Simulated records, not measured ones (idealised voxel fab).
Proc. module: voxel self aligned vias
Shown is cross-section cut, with a width of 185 nm and square cells of size 5 nm.
How to read a cross-section here: the picture is a grid of square cells, written as bands going from the top down, and any band can span one or more rows of cells. A band entry consists of two parts. The first gives the height of the band's top and the height of its bottom, in nm. The rest lists the band's materials from left to right, each with its width in nm. A single material labelled with the word "full width" fills the band from edge to edge, and the word "empty" marks empty space. A quick word on heights: they are counted from 0, and under that level the wafer as it came to us is one material throughout. The lowest band is different from the rest in having no bottom; it simply continues downward, written as in "0..down". Width "30->40": first value at the band's top row of cells, second value at its bottom row, equal change from row to row. "remained the same" -> step changed no cross-section cell. Each empty space that has no open way to the top and spans at least 8 cells appears under "Trapped void list" as width x height at distance, the distance counted from the left edge, all in nm. Read whatever lies past the settings on a step's line as the simulator's own remark about the step. The line of a step may include "overlay nm". On a step with a mask, this value is how far to the right of its planned place the mask lay. A negative value means the mask lay to the left.

## Steps in the process plan
1. RECEIVE with material Si
2. CONFORMAL_DEP with material SiO2, thk nm 15
3. CONFORMAL_DEP with material SiCN, thk nm 5
4. DIRECTIONAL_DEP with material lowk, thk nm 30
5. DIRECTIONAL_DEP with material aC, thk nm 10
6. PATTERN with tone open, mask id LINES, material resist, width nm 25, pitch nm 55, thk nm 30, overlay nm 0
7. DIRECTIONAL_ETCH with etch materials aC, depth nm 10
8. STRIP with etch materials resist
9. DIRECTIONAL_ETCH with etch materials lowk, depth nm 30
10. STRIP with etch materials aC
11. CONFORMAL_DEP with material TiN, thk nm 5
12. FILL_DEP with material Ru, thk nm 5
13. CMP with height nm 50
14. SELECTIVE_ETCH with etch materials W Ru TiN, depth nm 5
15. FILL_DEP with material SiN, thk nm 10
16. CMP with height nm 50
17. DIRECTIONAL_DEP with material lowk, thk nm 15
18. PATTERN with tone open, mask id VIAS, material resist, width nm 35, pitch nm 55, thk nm 15, overlay nm 0
19. DIRECTIONAL_ETCH with etch materials lowk, depth nm 15
20. DIRECTIONAL_ETCH with etch materials SiN, depth nm 5
21. STRIP with etch materials resist
22. CONFORMAL_DEP with material TiN, thk nm 5
23. FILL_DEP with material W, thk nm 10
24. CMP with height nm 65
25. CONFORMAL_DEP with material SiCN, thk nm 5

## The first of two wafers, run as planned

## Cross-section of the wafer at receipt, which is the condition after step 1
  0..down: Si full width
  Trapped void list: none

## Cross-section of the wafer subsequent to step 2
  15..0: SiO2 full width
  Beneath the level 0, the cross-section is identical to its previous state.

## Cross-section of the wafer subsequent to step 3
  20..15: SiCN full width
  Beneath the level 15, the cross-section is identical to its previous state.

## Cross-section of the wafer subsequent to step 4
  50..20: lowk full width
  Beneath the level 20, the cross-section is identical to its previous state.

## Cross-section of the wafer subsequent to step 5
  60..50: aC full width
  Beneath the level 50, the cross-section is identical to its previous state.

## Cross-section of the wafer subsequent to step 6
  90..60: 25 of resist; 25 of empty; 30 of resist; 25 of empty; 30 of resist; 25 of empty; 25 of resist
  Beneath the level 60, the cross-section is identical to its previous state.

## Cross-section of the wafer subsequent to step 7
  80..60: 25 of resist; 25 of empty; 30 of resist; 25 of empty; 30 of resist; 25 of empty; 25 of resist
  60..50: 25 of aC; 25 of empty; 30 of aC; 25 of empty; 30 of aC; 25 of empty; 25 of aC
  Beneath the level 50, the cross-section is identical to its previous state.

## Cross-section of the wafer subsequent to step 8
  60..50: 25 of aC; 25 of empty; 30 of aC; 25 of empty; 30 of aC; 25 of empty; 25 of aC
  Beneath the level 50, the cross-section is identical to its previous state.

## Cross-section of the wafer subsequent to step 9
  60..50: 25 of aC; 25 of empty; 30 of aC; 25 of empty; 30 of aC; 25 of empty; 25 of aC
  50..20: 25 of lowk; 25 of empty; 30 of lowk; 25 of empty; 30 of lowk; 25 of empty; 25 of lowk
  Beneath the level 20, the cross-section is identical to its previous state.

## Cross-section of the wafer subsequent to step 10
  50..20: 25 of lowk; 25 of empty; 30 of lowk; 25 of empty; 30 of lowk; 25 of empty; 25 of lowk
  Beneath the level 20, the cross-section is identical to its previous state.

## Cross-section of the wafer subsequent to step 11
  55..50: 30 of TiN; 15 of empty; 40 of TiN; 15 of empty; 40 of TiN; 15 of empty; 30 of TiN
  50..25: 25 of lowk; 5 of TiN; 15 of empty; 5 of TiN; 30 of lowk; 5 of TiN; 15 of empty; 5 of TiN; 30 of lowk; 5 of TiN; 15 of empty; 5 of TiN; 25 of lowk
  25..20: 25 of lowk; 25 of TiN; 30 of lowk; 25 of TiN; 30 of lowk; 25 of TiN; 25 of lowk
  Beneath the level 20, the cross-section is identical to its previous state.

## Cross-section of the wafer subsequent to step 12
  60..55: Ru full width
  55..50: 30 of TiN; 15 of Ru; 40 of TiN; 15 of Ru; 40 of TiN; 15 of Ru; 30 of TiN
  50..25: 25 of lowk; 5 of TiN; 15 of Ru; 5 of TiN; 30 of lowk; 5 of TiN; 15 of Ru; 5 of TiN; 30 of lowk; 5 of TiN; 15 of Ru; 5 of TiN; 25 of lowk
  Beneath the level 25, the cross-section is identical to its previous state.

## Cross-section of the wafer subsequent to step 13
  50..25: 25 of lowk; 5 of TiN; 15 of Ru; 5 of TiN; 30 of lowk; 5 of TiN; 15 of Ru; 5 of TiN; 30 of lowk; 5 of TiN; 15 of Ru; 5 of TiN; 25 of lowk
  Beneath the level 25, the cross-section is identical to its previous state.

## Cross-section of the wafer subsequent to step 14
  50..45: 25 of lowk; 25 of empty; 30 of lowk; 25 of empty; 30 of lowk; 25 of empty; 25 of lowk
  Beneath the level 45, the cross-section is identical to its previous state.

## Cross-section of the wafer subsequent to step 15
  60..50: SiN full width
  50..45: 25 of lowk; 25 of SiN; 30 of lowk; 25 of SiN; 30 of lowk; 25 of SiN; 25 of lowk
  Beneath the level 45, the cross-section is identical to its previous state.

## Cross-section of the wafer subsequent to step 16
  50..45: 25 of lowk; 25 of SiN; 30 of lowk; 25 of SiN; 30 of lowk; 25 of SiN; 25 of lowk
  Beneath the level 45, the cross-section is identical to its previous state.

## Cross-section of the wafer subsequent to step 17
  65..50: lowk full width
  Beneath the level 50, the cross-section is identical to its previous state.

## Cross-section of the wafer subsequent to step 18
  80..65: 20 of resist; 35 of empty; 20 of resist; 35 of empty; 20 of resist; 35 of empty; 20 of resist
  Beneath the level 65, the cross-section is identical to its previous state.

## Cross-section of the wafer subsequent to step 19
  80..65: 20 of resist; 35 of empty; 20 of resist; 35 of empty; 20 of resist; 35 of empty; 20 of resist
  65..50: 20 of lowk; 35 of empty; 20 of lowk; 35 of empty; 20 of lowk; 35 of empty; 20 of lowk
  Beneath the level 50, the cross-section is identical to its previous state.

## Cross-section of the wafer subsequent to step 20
  80..65: 20 of resist; 35 of empty; 20 of resist; 35 of empty; 20 of resist; 35 of empty; 20 of resist
  65..50: 20 of lowk; 35 of empty; 20 of lowk; 35 of empty; 20 of lowk; 35 of empty; 20 of lowk
  50..45: 25 of lowk; 25 of empty; 30 of lowk; 25 of empty; 30 of lowk; 25 of empty; 25 of lowk
  Beneath the level 45, the cross-section is identical to its previous state.

## Cross-section of the wafer subsequent to step 21
  65..50: 20 of lowk; 35 of empty; 20 of lowk; 35 of empty; 20 of lowk; 35 of empty; 20 of lowk
  Beneath the level 50, the cross-section is identical to its previous state.

## Cross-section of the wafer subsequent to step 22
  70..65: 25 of TiN; 25 of empty; 30 of TiN; 25 of empty; 30 of TiN; 25 of empty; 25 of TiN
  65..55: 20 of lowk; 5 of TiN; 25 of empty; 5 of TiN; 20 of lowk; 5 of TiN; 25 of empty; 5 of TiN; 20 of lowk; 5 of TiN; 25 of empty; 5 of TiN; 20 of lowk
  55..50: 20 of lowk; 10 of TiN; 15 of empty; 10 of TiN; 20 of lowk; 10 of TiN; 15 of empty; 10 of TiN; 20 of lowk; 10 of TiN; 15 of empty; 10 of TiN; 20 of lowk
  50..45: 25 of lowk; 25 of TiN; 30 of lowk; 25 of TiN; 30 of lowk; 25 of TiN; 25 of lowk
  Beneath the level 45, the cross-section is identical to its previous state.

## Cross-section of the wafer subsequent to step 23
  80..70: W full width
  70..65: 25 of TiN; 25 of W; 30 of TiN; 25 of W; 30 of TiN; 25 of W; 25 of TiN
  65..55: 20 of lowk; 5 of TiN; 25 of W; 5 of TiN; 20 of lowk; 5 of TiN; 25 of W; 5 of TiN; 20 of lowk; 5 of TiN; 25 of W; 5 of TiN; 20 of lowk
  55..50: 20 of lowk; 10 of TiN; 15 of W; 10 of TiN; 20 of lowk; 10 of TiN; 15 of W; 10 of TiN; 20 of lowk; 10 of TiN; 15 of W; 10 of TiN; 20 of lowk
  Beneath the level 50, the cross-section is identical to its previous state.

## Cross-section of the wafer subsequent to step 24
  65..55: 20 of lowk; 5 of TiN; 25 of W; 5 of TiN; 20 of lowk; 5 of TiN; 25 of W; 5 of TiN; 20 of lowk; 5 of TiN; 25 of W; 5 of TiN; 20 of lowk
  Beneath the level 55, the cross-section is identical to its previous state.

## Cross-section of the wafer subsequent to step 25
  70..65: SiCN full width
  Beneath the level 65, the cross-section is identical to its previous state.

## Notes, second wafer: start = first wafer's, plan = first wafer's, execution had one mistake; history identical to first through step 5

## Second wafer: cross-section at the scheduled end of step 6
  90..60: 25 of empty; 25 of resist; 30 of empty; 25 of resist; 30 of empty; 25 of resist; 25 of empty
  Beneath the level 60, the cross-section is identical to its previous state.

## Second wafer: cross-section at the scheduled end of step 7
  80..60: 25 of empty; 25 of resist; 30 of empty; 25 of resist; 30 of empty; 25 of resist; 25 of empty
  60..50: 25 of empty; 25 of aC; 30 of empty; 25 of aC; 30 of empty; 25 of aC; 25 of empty
  Beneath the level 50, the cross-section is identical to its previous state.

## Second wafer: cross-section at the scheduled end of step 8
  60..50: 25 of empty; 25 of aC; 30 of empty; 25 of aC; 30 of empty; 25 of aC; 25 of empty
  Beneath the level 50, the cross-section is identical to its previous state.

## Second wafer: cross-section at the scheduled end of step 9
  60..50: 25 of empty; 25 of aC; 30 of empty; 25 of aC; 30 of empty; 25 of aC; 25 of empty
  50..20: 25 of empty; 25 of lowk; 30 of empty; 25 of lowk; 30 of empty; 25 of lowk; 25 of empty
  Beneath the level 20, the cross-section is identical to its previous state.

## Second wafer: cross-section at the scheduled end of step 10
  50..20: 25 of empty; 25 of lowk; 30 of empty; 25 of lowk; 30 of empty; 25 of lowk; 25 of empty
  Beneath the level 20, the cross-section is identical to its previous state.

## Second wafer: cross-section at the scheduled end of step 11
  55..50: 20 of empty; 35 of TiN; 20 of empty; 35 of TiN; 20 of empty; 35 of TiN; 20 of empty
  50..25: 20 of empty; 5 of TiN; 25 of lowk; 5 of TiN; 20 of empty; 5 of TiN; 25 of lowk; 5 of TiN; 20 of empty; 5 of TiN; 25 of lowk; 5 of TiN; 20 of empty
  25..20: 25 of TiN; 25 of lowk; 30 of TiN; 25 of lowk; 30 of TiN; 25 of lowk; 25 of TiN
  Beneath the level 20, the cross-section is identical to its previous state.

## Second wafer: cross-section at the scheduled end of step 12
  60..55: Ru full width
  55..50: 20 of Ru; 35 of TiN; 20 of Ru; 35 of TiN; 20 of Ru; 35 of TiN; 20 of Ru
  50..25: 20 of Ru; 5 of TiN; 25 of lowk; 5 of TiN; 20 of Ru; 5 of TiN; 25 of lowk; 5 of TiN; 20 of Ru; 5 of TiN; 25 of lowk; 5 of TiN; 20 of Ru
  Beneath the level 25, the cross-section is identical to its previous state.

## Second wafer: cross-section at the scheduled end of step 13
  50..25: 20 of Ru; 5 of TiN; 25 of lowk; 5 of TiN; 20 of Ru; 5 of TiN; 25 of lowk; 5 of TiN; 20 of Ru; 5 of TiN; 25 of lowk; 5 of TiN; 20 of Ru
  Beneath the level 25, the cross-section is identical to its previous state.

## Second wafer: cross-section at the scheduled end of step 14
  50..45: 25 of empty; 25 of lowk; 30 of empty; 25 of lowk; 30 of empty; 25 of lowk; 25 of empty
  Beneath the level 45, the cross-section is identical to its previous state.

## Second wafer: cross-section at the scheduled end of step 15
  60..50: SiN full width
  50..45: 25 of SiN; 25 of lowk; 30 of SiN; 25 of lowk; 30 of SiN; 25 of lowk; 25 of SiN
  Beneath the level 45, the cross-section is identical to its previous state.

## Second wafer: cross-section at the scheduled end of step 16
  50..45: 25 of SiN; 25 of lowk; 30 of SiN; 25 of lowk; 30 of SiN; 25 of lowk; 25 of SiN
  Beneath the level 45, the cross-section is identical to its previous state.

## Second wafer: cross-section at the scheduled end of step 17
  65..50: lowk full width
  Beneath the level 50, the cross-section is identical to its previous state.

## Second wafer: cross-section at the scheduled end of step 18
  80..65: 20 of resist; 35 of empty; 20 of resist; 35 of empty; 20 of resist; 35 of empty; 20 of resist
  Beneath the level 65, the cross-section is identical to its previous state.

## Second wafer: cross-section at the scheduled end of step 19
  80..65: 20 of resist; 35 of empty; 20 of resist; 35 of empty; 20 of resist; 35 of empty; 20 of resist
  65..50: 20 of lowk; 35 of empty; 20 of lowk; 35 of empty; 20 of lowk; 35 of empty; 20 of lowk
  Beneath the level 50, the cross-section is identical to its previous state.

## Second wafer: cross-section at the scheduled end of step 20
  80..65: 20 of resist; 35 of empty; 20 of resist; 35 of empty; 20 of resist; 35 of empty; 20 of resist
  65..50: 20 of lowk; 35 of empty; 20 of lowk; 35 of empty; 20 of lowk; 35 of empty; 20 of lowk
  50..45: 20 of SiN; 5 of empty; 25 of lowk; 5 of empty; 20 of SiN; 5 of empty; 25 of lowk; 5 of empty; 20 of SiN; 5 of empty; 25 of lowk; 5 of empty; 20 of SiN
  Beneath the level 45, the cross-section is identical to its previous state.

## Second wafer: cross-section at the scheduled end of step 21
  65..50: 20 of lowk; 35 of empty; 20 of lowk; 35 of empty; 20 of lowk; 35 of empty; 20 of lowk
  Beneath the level 50, the cross-section is identical to its previous state.

## Second wafer: cross-section at the scheduled end of step 22
  70..65: 25 of TiN; 25 of empty; 30 of TiN; 25 of empty; 30 of TiN; 25 of empty; 25 of TiN
  65..55: 20 of lowk; 5 of TiN; 25 of empty; 5 of TiN; 20 of lowk; 5 of TiN; 25 of empty; 5 of TiN; 20 of lowk; 5 of TiN; 25 of empty; 5 of TiN; 20 of lowk
  55..50: 20 of lowk; 35 of TiN; 20 of lowk; 35 of TiN; 20 of lowk; 35 of TiN; 20 of lowk
  50..45: 20 of SiN; 5 of TiN; 25 of lowk; 5 of TiN; 20 of SiN; 5 of TiN; 25 of lowk; 5 of TiN; 20 of SiN; 5 of TiN; 25 of lowk; 5 of TiN; 20 of SiN
  Beneath the level 45, the cross-section is identical to its previous state.

## Second wafer: cross-section at the scheduled end of step 23
  80..70: W full width
  70..65: 25 of TiN; 25 of W; 30 of TiN; 25 of W; 30 of TiN; 25 of W; 25 of TiN
  65..55: 20 of lowk; 5 of TiN; 25 of W; 5 of TiN; 20 of lowk; 5 of TiN; 25 of W; 5 of TiN; 20 of lowk; 5 of TiN; 25 of W; 5 of TiN; 20 of lowk
  Beneath the level 55, the cross-section is identical to its previous state.

## Second wafer: cross-section at the scheduled end of step 24
  65..55: 20 of lowk; 5 of TiN; 25 of W; 5 of TiN; 20 of lowk; 5 of TiN; 25 of W; 5 of TiN; 20 of lowk; 5 of TiN; 25 of W; 5 of TiN; 20 of lowk
  Beneath the level 55, the cross-section is identical to its previous state.

## Second wafer: cross-section at the scheduled end of step 25
  70..65: SiCN full width
  Beneath the level 65, the cross-section is identical to its previous state.
Nonconformance to the process plan: step 6: run off-plan, actual operation and settings PATTERN with tone cover, mask id LINES, material resist, width nm 25, pitch nm 55, thk nm 30, overlay nm 0
FYI, end of process, the second wafer has more or fewer cells of some materials than the first: Ru: 28 more | SiN: 16 more | TiN: 7 more | W: 9 fewer | lowk: 42 fewer
